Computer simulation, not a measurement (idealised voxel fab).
Herein follows the process module entitled voxel gate over fins.
Each square cell in cross-section cut measures 5 nm, and the section as a whole is 285 nm wide.
The cross-sections in this document take the form of a grid made of square cells. They are written out as bands, in order from top to bottom. Each band consists of one or more rows of cells. Band: top and bottom heights (nm) first, top before bottom; then materials from left to right, widths in nm. "throughout" marks a sole material filling the band edge to edge. "empty" denotes empty space. Heads up on the height convention: 0 is the point under which the incoming wafer is all one material, and the lowest band has no bottom, it just keeps going down, like "0 -> down". A two-number width, for instance "30->40", indicates that the width is equal to the first number in the top row of the band and to the second number in the bottom row, and that it changes by a constant amount per row of cells. Where a step carries "nothing altered", the cross-section came out of it unchanged, cell for cell. Under "Sealed void list" you'll find the enclosed gaps, the ones with no way out to the top, that are 8 cells or bigger; each reads width x height at distance, with distance counted from the left edge, everything in nm. Note: text after step settings on the step line = simulator remark on that step. overlay nm: step with mask; distance mask lay right of planned place; negative value = left of planned place.

# The following list gives the planned process steps
1) RECEIVE | material Si
2) CONFORMAL_DEP | material SiN | thk nm 10
3) MASKED_ETCH | tone cover | mask id FINS | width nm 15 | pitch nm 60 | etch materials SiN | depth nm 10 | overlay nm 0
4) MASKED_ETCH | tone cover | mask id FINS | width nm 15 | pitch nm 60 | etch materials Si | depth nm 35 | overlay nm 0
5) OXIDIZE | depth nm 5
6) FILL_DEP | material SiO2 | thk nm 10
7) CMP | height nm 10
8) PATTERN | tone open | mask id RAIL | material resist | width nm 15 | thk nm 20 | overlay nm 0
9) DIRECTIONAL_ETCH | etch materials SiO2 | depth nm 40
10) STRIP | etch materials resist
11) CONFORMAL_DEP | material TiN | thk nm 5
12) FILL_DEP | material W | thk nm 10
13) CMP | height nm 10
14) SELECTIVE_ETCH | etch materials W Ru TiN | depth nm 35
15) FILL_DEP | material SiO2 | thk nm 5
16) CMP | height nm 10
17) SELECTIVE_ETCH | etch materials SiO2 | depth nm 25
18) STRIP | etch materials SiN
19) CONFORMAL_DEP | material HfO2 | thk nm 5
20) CONFORMAL_DEP | material TiN | thk nm 5
21) CONFORMAL_DEP | material TiAl | thk nm 5
22) CONFORMAL_DEP | material TiN | thk nm 5
23) FILL_DEP | material W | thk nm 10
24) CMP | height nm 25
25) CONFORMAL_DEP | material SiCN | thk nm 10

# Of two wafers, the first: run according to plan

# Step 1 complete: cross-section of the wafer as received
> 0 -> down = Si throughout
> Sealed void list: none

# after step 2
> 10 -> 0 = SiN throughout
> Beneath the level 0, the cross-section is identical to its previous state.

# after step 3
> 10 -> 0 = empty (105), SiN (15), empty (45), SiN (15), empty (105)
> Beneath the level 0, the cross-section is identical to its previous state.

# after step 4
> 10 -> 0 = empty (105), SiN (15), empty (45), SiN (15), empty (105)
> 0 -> -35 = empty (105), Si (15), empty (45), Si (15), empty (105)
> Beneath the level -35, the cross-section is identical to its previous state.

# after step 5
> 10 -> 0 = empty (105), SiN (15), empty (45), SiN (15), empty (105)
> 0 -> -35 = empty (105), SiO2 (5), Si (5), SiO2 (5), empty (45), SiO2 (5), Si (5), SiO2 (5), empty (105)
> -35 -> -40 = SiO2 (110), Si (5), SiO2 (55), Si (5), SiO2 (110)
> Beneath the level -40, the cross-section is identical to its previous state.

# after step 6
> 20 -> 10 = SiO2 throughout
> 10 -> 0 = SiO2 (105), SiN (15), SiO2 (45), SiN (15), SiO2 (105)
> 0 -> -40 = SiO2 (110), Si (5), SiO2 (55), Si (5), SiO2 (110)
> Beneath the level -40, the cross-section is identical to its previous state.

# after step 7
> 10 -> 0 = SiO2 (105), SiN (15), SiO2 (45), SiN (15), SiO2 (105)
> Beneath the level 0, the cross-section is identical to its previous state.

# after step 8
> 30 -> 10 = resist (135), empty (15), resist (135)
> Beneath the level 10, the cross-section is identical to its previous state.

# after step 9
> 30 -> 10 = resist (135), empty (15), resist (135)
> 10 -> 0 = SiO2 (105), SiN (15), SiO2 (15), empty (15), SiO2 (15), SiN (15), SiO2 (105)
> 0 -> -30 = SiO2 (110), Si (5), SiO2 (20), empty (15), SiO2 (20), Si (5), SiO2 (110)
> Beneath the level -30, the cross-section is identical to its previous state.

# after step 10
> 10 -> 0 = SiO2 (105), SiN (15), SiO2 (15), empty (15), SiO2 (15), SiN (15), SiO2 (105)
> Beneath the level 0, the cross-section is identical to its previous state.

# after step 11
> 15 -> 10 = TiN (140), empty (5), TiN (140)
> 10 -> 0 = SiO2 (105), SiN (15), SiO2 (15), TiN (5), empty (5), TiN (5), SiO2 (15), SiN (15), SiO2 (105)
> 0 -> -25 = SiO2 (110), Si (5), SiO2 (20), TiN (5), empty (5), TiN (5), SiO2 (20), Si (5), SiO2 (110)
> -25 -> -30 = SiO2 (110), Si (5), SiO2 (20), TiN (15), SiO2 (20), Si (5), SiO2 (110)
> Beneath the level -30, the cross-section is identical to its previous state.

# after step 12
> 25 -> 15 = W throughout
> 15 -> 10 = TiN (140), W (5), TiN (140)
> 10 -> 0 = SiO2 (105), SiN (15), SiO2 (15), TiN (5), W (5), TiN (5), SiO2 (15), SiN (15), SiO2 (105)
> 0 -> -25 = SiO2 (110), Si (5), SiO2 (20), TiN (5), W (5), TiN (5), SiO2 (20), Si (5), SiO2 (110)
> Beneath the level -25, the cross-section is identical to its previous state.

# after step 13
> 10 -> 0 = SiO2 (105), SiN (15), SiO2 (15), TiN (5), W (5), TiN (5), SiO2 (15), SiN (15), SiO2 (105)
> Beneath the level 0, the cross-section is identical to its previous state.

# after step 14
> 10 -> 0 = SiO2 (105), SiN (15), SiO2 (15), empty (15), SiO2 (15), SiN (15), SiO2 (105)
> 0 -> -25 = SiO2 (110), Si (5), SiO2 (20), empty (15), SiO2 (20), Si (5), SiO2 (110)
> Beneath the level -25, the cross-section is identical to its previous state.

# after step 15
> 15 -> 10 = SiO2 throughout
> 10 -> 0 = SiO2 (105), SiN (15), SiO2 (45), SiN (15), SiO2 (105)
> 0 -> -25 = SiO2 (110), Si (5), SiO2 (55), Si (5), SiO2 (110)
> Beneath the level -25, the cross-section is identical to its previous state.

# after step 16
> 10 -> 0 = SiO2 (105), SiN (15), SiO2 (45), SiN (15), SiO2 (105)
> Beneath the level 0, the cross-section is identical to its previous state.

# after step 17
> 10 -> 0 = empty (105), SiN (15), empty (45), SiN (15), empty (105)
> 0 -> -15 = empty (110), Si (5), empty (55), Si (5), empty (110)
> Beneath the level -15, the cross-section is identical to its previous state.

# after step 18
> 0 -> -15 = empty (110), Si (5), empty (55), Si (5), empty (110)
> Beneath the level -15, the cross-section is identical to its previous state.

# after step 19
> 5 -> 0 = empty (105), HfO2 (15), empty (45), HfO2 (15), empty (105)
> 0 -> -10 = empty (105), HfO2 (5), Si (5), HfO2 (5), empty (45), HfO2 (5), Si (5), HfO2 (5), empty (105)
> -10 -> -15 = HfO2 (110), Si (5), HfO2 (55), Si (5), HfO2 (110)
> Beneath the level -15, the cross-section is identical to its previous state.

# after step 20
> 10 -> 5 = empty (100), TiN (25), empty (35), TiN (25), empty (100)
> 5 -> 0 = empty (100), TiN (5), HfO2 (15), TiN (5), empty (35), TiN (5), HfO2 (15), TiN (5), empty (100)
> 0 -> -5 = empty (100), TiN (5), HfO2 (5), Si (5), HfO2 (5), TiN (5), empty (35), TiN (5), HfO2 (5), Si (5), HfO2 (5), TiN (5), empty (100)
> -5 -> -10 = TiN (105), HfO2 (5), Si (5), HfO2 (5), TiN (45), HfO2 (5), Si (5), HfO2 (5), TiN (105)
> Beneath the level -10, the cross-section is identical to its previous state.

# after step 21
> 15 -> 10 = empty (95), TiAl (35), empty (25), TiAl (35), empty (95)
> 10 -> 5 = empty (95), TiAl (5), TiN (25), TiAl (5), empty (25), TiAl (5), TiN (25), TiAl (5), empty (95)
> 5 -> 0 = empty (95), TiAl (5), TiN (5), HfO2 (15), TiN (5), TiAl (5), empty (25), TiAl (5), TiN (5), HfO2 (15), TiN (5), TiAl (5), empty (95)
> 0 -> -5 = TiAl (100), TiN (5), HfO2 (5), Si (5), HfO2 (5), TiN (5), TiAl (35), TiN (5), HfO2 (5), Si (5), HfO2 (5), TiN (5), TiAl (100)
> Beneath the level -5, the cross-section is identical to its previous state.

# after step 22
> 20 -> 15 = empty (90), TiN (45), empty (15), TiN (45), empty (90)
> 15 -> 10 = empty (90), TiN (5), TiAl (35), TiN (5), empty (15), TiN (5), TiAl (35), TiN (5), empty (90)
> 10 -> 5 = empty (90), TiN (5), TiAl (5), TiN (25), TiAl (5), TiN (5), empty (15), TiN (5), TiAl (5), TiN (25), TiAl (5), TiN (5), empty (90)
> 5 -> 0 = TiN (95), TiAl (5), TiN (5), HfO2 (15), TiN (5), TiAl (5), TiN (25), TiAl (5), TiN (5), HfO2 (15), TiN (5), TiAl (5), TiN (95)
> Beneath the level 0, the cross-section is identical to its previous state.

# after step 23
> 30 -> 20 = W throughout
> 20 -> 15 = W (90), TiN (45), W (15), TiN (45), W (90)
> 15 -> 10 = W (90), TiN (5), TiAl (35), TiN (5), W (15), TiN (5), TiAl (35), TiN (5), W (90)
> 10 -> 5 = W (90), TiN (5), TiAl (5), TiN (25), TiAl (5), TiN (5), W (15), TiN (5), TiAl (5), TiN (25), TiAl (5), TiN (5), W (90)
> Beneath the level 5, the cross-section is identical to its previous state.

# after step 24
> 25 -> 20 = W throughout
> Beneath the level 20, the cross-section is identical to its previous state.

# after step 25
> 35 -> 25 = SiCN throughout
> Beneath the level 25, the cross-section is identical to its previous state.

# Wafer two. Identical start, identical plan. One mistake in execution. Identical history through step 2

# Look at the second wafer in cross-section at the time step 3 ought to have finished
> 10 -> 0 = SiN (105), empty (15), SiN (45), empty (15), SiN (105)
> Beneath the level 0, the cross-section is identical to its previous state.

Look at the second wafer in cross-section at the time step 4 ought to have finished: nothing altered

# Look at the second wafer in cross-section at the time step 5 ought to have finished
> 10 -> 0 = SiN (105), empty (15), SiN (45), empty (15), SiN (105)
> 0 -> -5 = Si (100), SiO2 (25), Si (35), SiO2 (25), Si (100)
> Beneath the level -5, the cross-section is identical to its previous state.

# Look at the second wafer in cross-section at the time step 6 ought to have finished
> 20 -> 10 = SiO2 throughout
> 10 -> 0 = SiN (105), SiO2 (15), SiN (45), SiO2 (15), SiN (105)
> Beneath the level 0, the cross-section is identical to its previous state.

# Look at the second wafer in cross-section at the time step 7 ought to have finished
> 10 -> 0 = SiN (105), SiO2 (15), SiN (45), SiO2 (15), SiN (105)
> Beneath the level 0, the cross-section is identical to its previous state.

# Look at the second wafer in cross-section at the time step 8 ought to have finished
> 30 -> 10 = resist (135), empty (15), resist (135)
> Beneath the level 10, the cross-section is identical to its previous state.

Look at the second wafer in cross-section at the time step 9 ought to have finished: nothing altered

# Look at the second wafer in cross-section at the time step 10 ought to have finished
> 10 -> 0 = SiN (105), SiO2 (15), SiN (45), SiO2 (15), SiN (105)
> Beneath the level 0, the cross-section is identical to its previous state.

# Look at the second wafer in cross-section at the time step 11 ought to have finished
> 15 -> 10 = TiN throughout
> Beneath the level 10, the cross-section is identical to its previous state.

# Look at the second wafer in cross-section at the time step 12 ought to have finished
> 25 -> 15 = W throughout
> Beneath the level 15, the cross-section is identical to its previous state.

# Look at the second wafer in cross-section at the time step 13 ought to have finished
> 10 -> 0 = SiN (105), SiO2 (15), SiN (45), SiO2 (15), SiN (105)
> Beneath the level 0, the cross-section is identical to its previous state.

Look at the second wafer in cross-section at the time step 14 ought to have finished: nothing altered

# Look at the second wafer in cross-section at the time step 15 ought to have finished
> 15 -> 10 = SiO2 throughout
> Beneath the level 10, the cross-section is identical to its previous state.

# Look at the second wafer in cross-section at the time step 16 ought to have finished
> 10 -> 0 = SiN (105), SiO2 (15), SiN (45), SiO2 (15), SiN (105)
> Beneath the level 0, the cross-section is identical to its previous state.

# Look at the second wafer in cross-section at the time step 17 ought to have finished
> 10 -> 0 = SiN (105), empty (15), SiN (45), empty (15), SiN (105)
> 0 -> -5 = Si (100), empty (25), Si (35), empty (25), Si (100)
> Beneath the level -5, the cross-section is identical to its previous state.

# Look at the second wafer in cross-section at the time step 18 ought to have finished
> 0 -> -5 = Si (100), empty (25), Si (35), empty (25), Si (100)
> Beneath the level -5, the cross-section is identical to its previous state.

# Look at the second wafer in cross-section at the time step 19 ought to have finished
> 5 -> 0 = HfO2 (105), empty (15), HfO2 (45), empty (15), HfO2 (105)
> 0 -> -5 = Si (100), HfO2 (25), Si (35), HfO2 (25), Si (100)
> Beneath the level -5, the cross-section is identical to its previous state.

# Look at the second wafer in cross-section at the time step 20 ought to have finished
> 10 -> 5 = TiN (110), empty (5), TiN (55), empty (5), TiN (110)
> 5 -> 0 = HfO2 (105), TiN (15), HfO2 (45), TiN (15), HfO2 (105)
> Beneath the level 0, the cross-section is identical to its previous state.

# Look at the second wafer in cross-section at the time step 21 ought to have finished
> 15 -> 10 = TiAl throughout
> 10 -> 5 = TiN (110), TiAl (5), TiN (55), TiAl (5), TiN (110)
> Beneath the level 5, the cross-section is identical to its previous state.

# Look at the second wafer in cross-section at the time step 22 ought to have finished
> 20 -> 15 = TiN throughout
> Beneath the level 15, the cross-section is identical to its previous state.

# Look at the second wafer in cross-section at the time step 23 ought to have finished
> 30 -> 20 = W throughout
> Beneath the level 20, the cross-section is identical to its previous state.

# Look at the second wafer in cross-section at the time step 24 ought to have finished
> 25 -> 20 = W throughout
> Beneath the level 20, the cross-section is identical to its previous state.

# Look at the second wafer in cross-section at the time step 25 ought to have finished
> 35 -> 25 = SiCN throughout
> Beneath the level 25, the cross-section is identical to its previous state.
what went wrong: step 3 was run on a setting that differed from the plan, and what really ran there is MASKED_ETCH | tone open | mask id FINS | width nm 15 | pitch nm 60 | etch materials SiN | depth nm 10 | overlay nm 0
Final wafer comparison in cells, second versus first, more or fewer per material: HfO2 -8 | Si +430 | SiO2 -272 | TiAl -10 | TiN -23 | W -117
